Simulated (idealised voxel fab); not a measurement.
Proc. module: voxel capacitor over wiring
Square cell edge 5 nm, section width 285 nm, ID cut.
How to read a cross-section here: the picture is a grid of square cells, written as bands going from the top down, and any band can span one or more rows of cells.
This entry defines a band. It first specifies the height of the band's top and the height of its bottom in nm, and then specifies the band's materials from left to right, stating each material with its width in nm. The word "throughout" identifies a single material that fills the band from edge to edge, while the word "empty" identifies empty space.
We count height from 0. Below that, the starting wafer is all one material. The lowest band never ends at the bottom but goes on down; see "top 0, no bottom" for how that is written.
A width such as "30->40" changes by the same amount from each row of cells to the next, from the band's top row to its bottom row.
"no alterations made" (step): cross-section cells unchanged, all of them.
Entry "Sealed cavities" = empty spaces >= 8 cells with no open way to the top; each as width x height at distance, distance from left edge, all nm.
On a step's line, text after the settings is the simulator commenting on that step.
overlay nm: mask right of planned place by this much (step with mask). Neg. = left.
The following list gives the planned process steps:
| 1 | RECEIVE [material Si] |
| 2 | CONFORMAL_DEP [material SiO2] [thk nm 10] |
| 3 | CONFORMAL_DEP [material SiN] [thk nm 5] |
| 4 | DIRECTIONAL_DEP [material SiO2] [thk nm 20] |
| 5 | MASKED_ETCH [tone open] [mask id METAL_1] [width nm 30] [pitch nm 80] [etch materials SiO2] [depth nm 20] [overlay nm 0] |
| 6 | MASKED_ETCH [tone open] [mask id METAL_1] [width nm 30] [pitch nm 80] [etch materials SiN] [depth nm 5] [overlay nm 0] |
| 7 | CONFORMAL_DEP [material TiN] [thk nm 5] |
| 8 | FILL_DEP [material W] [thk nm 10] |
| 9 | CMP [height nm 35] |
| 10 | CONFORMAL_DEP [material SiCN] [thk nm 5] |
| 11 | DIRECTIONAL_DEP [material lowk] [thk nm 20] |
| 12 | PATTERN [tone open] [mask id PLUG_1] [material resist] [width nm 15] [thk nm 20] [overlay nm 0] |
| 13 | DIRECTIONAL_ETCH [etch materials lowk] [depth nm 20] |
| 14 | DIRECTIONAL_ETCH [etch materials SiCN] [depth nm 5] |
| 15 | STRIP [etch materials resist] |
| 16 | CONFORMAL_DEP [material TiN] [thk nm 5] |
| 17 | FILL_DEP [material Cu] [thk nm 10] |
| 18 | CMP [height nm 60] |
| 19 | DIRECTIONAL_DEP [material TiN] [thk nm 5] |
| 20 | DIRECTIONAL_DEP [material SiN] [thk nm 5] |
| 21 | DIRECTIONAL_DEP [material TiN] [thk nm 10] |
| 22 | MASKED_ETCH [tone cover] [mask id UPPER_PLATE] [width nm 55] [etch materials TiN] [depth nm 10] [overlay nm 0] |
| 23 | MASKED_ETCH [tone cover] [mask id UPPER_PLATE] [width nm 55] [etch materials SiN] [depth nm 5] [overlay nm 0] |
| 24 | DIRECTIONAL_DEP [material aC] [thk nm 10] |
| 25 | PATTERN [tone cover] [mask id LOWER_PLATE] [material resist] [width nm 65] [thk nm 30] [overlay nm 0] |
| 26 | DIRECTIONAL_ETCH [etch materials aC] [depth nm 10] |
| 27 | STRIP [etch materials resist] |
| 28 | DIRECTIONAL_ETCH [etch materials TiN] [depth nm 5] |
| 29 | STRIP [etch materials aC] |
| 30 | FILL_DEP [material SiO2] [thk nm 15] |
| 31 | CMP [height nm 90] |
| 32 | MASKED_ETCH [tone open] [mask id PLUG_2] [width nm 15] [etch materials SiO2] [depth nm 10] [overlay nm 0] |
| 33 | CONFORMAL_DEP [material TiN] [thk nm 5] |
| 34 | FILL_DEP [material Ru] [thk nm 5] |
| 35 | CMP [height nm 90] |
| 36 | CONFORMAL_DEP [material SiN] [thk nm 5] |
Here's what the wafer looked like in cross-section when it arrived - that's after step 1:
  top 0, no bottom = Si throughout
  Sealed cavities: none
Result of the module, cross-sectioned: start per above, plan per above, one error in how it was run:
  top 95, bottom 90 = SiN throughout
  top 90, bottom 85 = 100 of SiO2; 5 of TiN; 5 of Ru; 5 of TiN; 170 of SiO2
  top 85, bottom 80 = 100 of SiO2; 15 of TiN; 170 of SiO2
  top 80, bottom 70 = 100 of SiO2; 55 of TiN; 130 of SiO2
  top 70, bottom 65 = 100 of SiO2; 55 of SiN; 130 of SiO2
  top 65, bottom 60 = 95 of SiO2; 65 of TiN; 125 of SiO2
  top 60, bottom 40 = 100 of lowk; 5 of TiN; 5 of Cu; 5 of TiN; 170 of lowk
  top 40, bottom 35 = 100 of SiCN; 15 of TiN; 170 of SiCN
  top 35, bottom 15 = 85 of SiO2; 5 of TiN; 20 of W; 5 of TiN; 50 of SiO2; 5 of TiN; 20 of W; 5 of TiN; 90 of SiO2
  top 15, bottom 10 = 85 of SiN; 30 of TiN; 50 of SiN; 30 of TiN; 90 of SiN
  top 10, bottom 0 = SiO2 throughout
  top 0, no bottom = Si throughout
  Sealed cavities: none
What was the processing mistake? step 32 off recipe, ran as MASKED_ETCH [tone open] [mask id PLUG_2] [width nm 15] [etch materials SiO2] [depth nm 10] [overlay nm -10]
